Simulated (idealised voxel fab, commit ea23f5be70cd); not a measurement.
Process module in this document: voxel wiring stack
The cross-section on display is named cut; it measures 240 nm wide, and its cells are 5 nm squares.
Format of a cross-section: grid, square cells. Given as bands. Order: top down. Band: one or more rows of cells.
The band entry comprises the height of the band's top followed by the height of its bottom, expressed in nm, and subsequently the band's materials from left to right, each stated together with its width in nm. Where a single material is marked with the word "full width", that material fills the band from edge to edge. The word "empty" represents empty space.
The level at which height equals 0 is the one under which the wafer, as it arrives, is entirely one material. No lower edge exists for the bottom band, which continues downward and is notated as in "0 and below".
A two-number width, for instance "30->40", indicates that the width is equal to the first number in the top row of the band and to the second number in the bottom row, and that it changes by a constant amount per row of cells.
Step note "nothing altered" = no cross-section cell changed.
Under "Closed void inventory" you'll find the enclosed gaps, the ones with no way out to the top, that are 8 cells or bigger; each reads width x height at distance, with distance counted from the left edge, everything in nm.
Heads up: the bit after the settings on a step's line is the simulator's remark on that step.
Steps that use a mask can have "overlay nm" on their line. It says how far the mask sat to the right of where it was meant to be. Negative means to the left.
Below is the list of planned process steps:
step 1: RECEIVE | material Si
step 2: CONFORMAL_DEP | material SiO2 | thk nm 15
step 3: CONFORMAL_DEP | material SiCN | thk nm 5
step 4: DIRECTIONAL_DEP | material lowk | thk nm 20
step 5: PATTERN | tone open | mask id METAL_1 | material resist | width nm 20 | pitch nm 45 | thk nm 15 | overlay nm 0
step 6: DIRECTIONAL_ETCH | etch materials lowk | depth nm 20
step 7: DIRECTIONAL_ETCH | etch materials SiCN | depth nm 5
step 8: STRIP | etch materials resist
step 9: CONFORMAL_DEP | material TiN | thk nm 5
step 10: FILL_DEP | material Cu | thk nm 10
step 11: CMP | height nm 40
step 12: EPI | material Ru | thk nm 5
step 13: FILL_DEP | material SiCN | thk nm 5
step 14: DIRECTIONAL_DEP | material SiO2 | thk nm 25
step 15: MASKED_ETCH | tone open | mask id METAL_2 | width nm 20 | pitch nm 45 | etch materials SiO2 | depth nm 15 | overlay nm 0
step 16: PATTERN | tone open | mask id METAL_2_HOLES | material resist | width nm 15 | pitch nm 45 | thk nm 20 | overlay nm 0
step 17: DIRECTIONAL_ETCH | etch materials SiO2 | depth nm 10
step 18: DIRECTIONAL_ETCH | etch materials SiCN | depth nm 5
step 19: STRIP | etch materials resist
step 20: CONFORMAL_DEP | material TiN | thk nm 5
step 21: FILL_DEP | material Cu | thk nm 10
step 22: CMP | height nm 75
step 23: CONFORMAL_DEP | material SiCN | thk nm 5
step 24: DIRECTIONAL_DEP | material SiO2 | thk nm 30
step 25: PATTERN | tone open | mask id METAL_3 | material resist | width nm 20 | pitch nm 45 | thk nm 20 | overlay nm 0
step 26: DIRECTIONAL_ETCH | etch materials SiO2 | depth nm 20
step 27: STRIP | etch materials resist
step 28: MASKED_ETCH | tone open | mask id METAL_3_HOLES | width nm 15 | pitch nm 45 | etch materials SiO2 | depth nm 10 | overlay nm 0
step 29: MASKED_ETCH | tone open | mask id METAL_3_HOLES | width nm 15 | pitch nm 45 | etch materials SiCN | depth nm 5 | overlay nm 0
step 30: CONFORMAL_DEP | material TiN | thk nm 5
step 31: FILL_DEP | material Cu | thk nm 10
step 32: CMP | height nm 110
step 33: CONFORMAL_DEP | material SiCN | thk nm 5
Keep in mind the plan's value for the thk nm of step 3 comes from the first wafer; the wafers don't share that setting, but they do share the same starting point.
The first of several wafers in cross-section, exactly as it reached us after step 1:
> 0 and below | Si full width
> Closed void inventory: none
Table: wafers, a row each; end-of-module cell change per material since receipt, gain (+), loss (-); then closed voids:
thk nm 5 | +72 Cu | +18 Ru | +192 SiCN | +552 SiO2 | +126 TiN | +144 lowk | Closed void inventory: none
thk nm 10 | +66 Cu | +18 Ru | +240 SiCN | +552 SiO2 | +120 TiN | +108 lowk | Closed void inventory: none
thk nm 15 | +60 Cu | +18 Ru | +288 SiCN | +552 SiO2 | +114 TiN | +72 lowk | Closed void inventory: none
thk nm 20 | +54 Cu | +18 Ru | +336 SiCN | +552 SiO2 | +108 TiN | +36 lowk | Closed void inventory: none
